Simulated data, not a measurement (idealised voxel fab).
The name of this process module is voxel capacitor over wiring.
This is section cut - it's 180 nm across, gridded in 5 nm square cells.
A cross-section in this document is a grid of square cells, and it is written down as bands, the top band listed before the ones below it; a band is made up of one or more rows of cells. Within each band entry, the heights of the top and of the bottom of the band appear first, in that order and in nm; the materials of the band then follow from left to right, each with its corresponding width in nm. The designation "everywhere" on a single material indicates that it fills the band from edge to edge; the designation "blank" indicates empty space. The reference from which all heights are counted is 0, the level beneath which the as-received wafer is entirely one material; the lowest band, having no lower bound, proceeds downward and is written after the example "0 -> down". Width spec "30..40" -> top row of cells at first value, bottom row at second value, equal per-row change in between. Key: "nothing was modified" - step with no changed cell in the cross-section. This entry, "Closed cavities", enumerates those empty regions of no fewer than 8 cells that possess no open connection to the top. Each region is reported in the form width x height at distance, the distance being taken from the left edge, with all three quantities expressed in nm. Past the settings on a step's line: simulator remark, on that step. overlay nm: mask right of planned place by this much (step with mask). Neg. = left.
### Process steps (planned)
step 1: RECEIVE: material Si
step 2: CONFORMAL_DEP: material SiO2, thk nm 15
step 3: DIRECTIONAL_DEP: material TiN, thk nm 5
step 4: DIRECTIONAL_DEP: material Ru, thk nm 20
step 5: PATTERN: tone cover, mask id METAL_1, material resist, width nm 25, pitch nm 95, thk nm 20, overlay nm 0
step 6: DIRECTIONAL_ETCH: etch materials Ru, depth nm 20
step 7: DIRECTIONAL_ETCH: etch materials TiN, depth nm 5
step 8: STRIP: etch materials resist
step 9: CONFORMAL_DEP: material SiCN, thk nm 5
step 10: FILL_DEP: material lowk, thk nm 5
step 11: CMP: height nm 40
step 12: CONFORMAL_DEP: material SiCN, thk nm 5
step 13: DIRECTIONAL_DEP: material SiO2, thk nm 10
step 14: DIRECTIONAL_DEP: material aC, thk nm 15
step 15: PATTERN: tone open, mask id PLUG_1, material resist, width nm 15, thk nm 35, overlay nm 0
step 16: DIRECTIONAL_ETCH: etch materials aC, depth nm 15
step 17: STRIP: etch materials resist
step 18: DIRECTIONAL_ETCH: etch materials SiO2, depth nm 10
step 19: DIRECTIONAL_ETCH: etch materials SiCN, depth nm 5
step 20: STRIP: etch materials aC
step 21: EPI: material Ru, thk nm 10
step 22: EPI: material Ru, thk nm 5
step 23: DIRECTIONAL_DEP: material TiN, thk nm 5
step 24: DIRECTIONAL_DEP: material HfO2, thk nm 5
step 25: DIRECTIONAL_DEP: material TiN, thk nm 5
step 26: DIRECTIONAL_DEP: material aC, thk nm 15
step 27: PATTERN: tone cover, mask id UPPER_PLATE, material resist, width nm 75, thk nm 30, overlay nm 0
step 28: DIRECTIONAL_ETCH: etch materials aC, depth nm 15
step 29: STRIP: etch materials resist
step 30: DIRECTIONAL_ETCH: etch materials TiN, depth nm 5
step 31: DIRECTIONAL_ETCH: etch materials HfO2, depth nm 5
step 32: STRIP: etch materials aC
step 33: DIRECTIONAL_DEP: material aC, thk nm 15
step 34: PATTERN: tone cover, mask id LOWER_PLATE, material resist, width nm 85, thk nm 35, overlay nm 0
step 35: DIRECTIONAL_ETCH: etch materials aC, depth nm 15
step 36: STRIP: etch materials resist
step 37: DIRECTIONAL_ETCH: etch materials TiN, depth nm 5
step 38: STRIP: etch materials aC
step 39: FILL_DEP: material SiO2, thk nm 15
step 40: CMP: height nm 80
step 41: DIRECTIONAL_DEP: material aC, thk nm 10
step 42: PATTERN: tone open, mask id PLUG_2, material resist, width nm 15, thk nm 30, overlay nm 0
step 43: DIRECTIONAL_ETCH: etch materials aC, depth nm 10
step 44: STRIP: etch materials resist
step 45: DIRECTIONAL_ETCH: etch materials SiO2, depth nm 10
step 46: STRIP: etch materials aC
step 47: CONFORMAL_DEP: material TiN, thk nm 5
step 48: FILL_DEP: material W, thk nm 10
step 49: CMP: height nm 80
step 50: CONFORMAL_DEP: material SiCN, thk nm 5
### Incoming wafer, cross-sectional view, post step 1
	0 -> down = Si everywhere
	Closed cavities: none
### Cross-sectional image of the first of two wafers at the end of the module, the run having proceeded as planned
	85 -> 80 = SiCN everywhere
	80 -> 75 = 50 nm SiO2, 5 nm TiN, 5 nm W, 5 nm TiN, 115 nm SiO2
	75 -> 65 = 50..40 nm SiO2, 15..75 nm TiN, 115..65 nm SiO2
	65 -> 60 = 40 nm SiO2, 75 nm HfO2, 65 nm SiO2
	60 -> 55 = 35 nm SiO2, 85 nm TiN, 60 nm SiO2
	55 -> 45 = 40 nm SiO2, 15 nm Ru, 125 nm SiO2
	45 -> 40 = 40 nm SiCN, 15 nm Ru, 125 nm SiCN
	40 -> 20 = 25 nm lowk, 5 nm SiCN, 25 nm Ru, 5 nm SiCN, 60 nm lowk, 5 nm SiCN, 25 nm Ru, 5 nm SiCN, 25 nm lowk
	20 -> 15 = 30 nm SiCN, 25 nm TiN, 70 nm SiCN, 25 nm TiN, 30 nm SiCN
	15 -> 0 = SiO2 everywhere
	0 -> down = Si everywhere
	Closed cavities: none
### The second wafer, shown in cross-section after the module: started the same way as the first and given the same plan, yet one mistake crept into how it was run
	85 -> 80 = SiCN everywhere
	80 -> 75 = 50 nm SiO2, 5 nm TiN, 5 nm W, 5 nm TiN, 115 nm SiO2
	75 -> 70 = 50 nm SiO2, 15 nm TiN, 115 nm SiO2
	70 -> 65 = 35 nm SiO2, 5 nm TiN, 75 nm SiO2, 5 nm TiN, 60 nm SiO2
	65 -> 60 = 40 nm HfO2, 75 nm SiO2, 65 nm HfO2
	60 -> 55 = TiN everywhere
	55 -> 45 = 40 nm SiO2, 15 nm Ru, 125 nm SiO2
	45 -> 40 = 40 nm SiCN, 15 nm Ru, 125 nm SiCN
	40 -> 20 = 25 nm lowk, 5 nm SiCN, 25 nm Ru, 5 nm SiCN, 60 nm lowk, 5 nm SiCN, 25 nm Ru, 5 nm SiCN, 25 nm lowk
	20 -> 15 = 30 nm SiCN, 25 nm TiN, 70 nm SiCN, 25 nm TiN, 30 nm SiCN
	15 -> 0 = SiO2 everywhere
	0 -> down = Si everywhere
	Closed cavities: none
What was done differently from what was planned? step 27 ran differently from the plan; actual operation with settings: PATTERN: tone open, mask id UPPER_PLATE, material resist, width nm 75, thk nm 30, overlay nm 0
Final difference in cells, second wafer against first, listed per material as more or fewer: 6 more of HfO2; 12 fewer of SiO2; 6 more of TiN
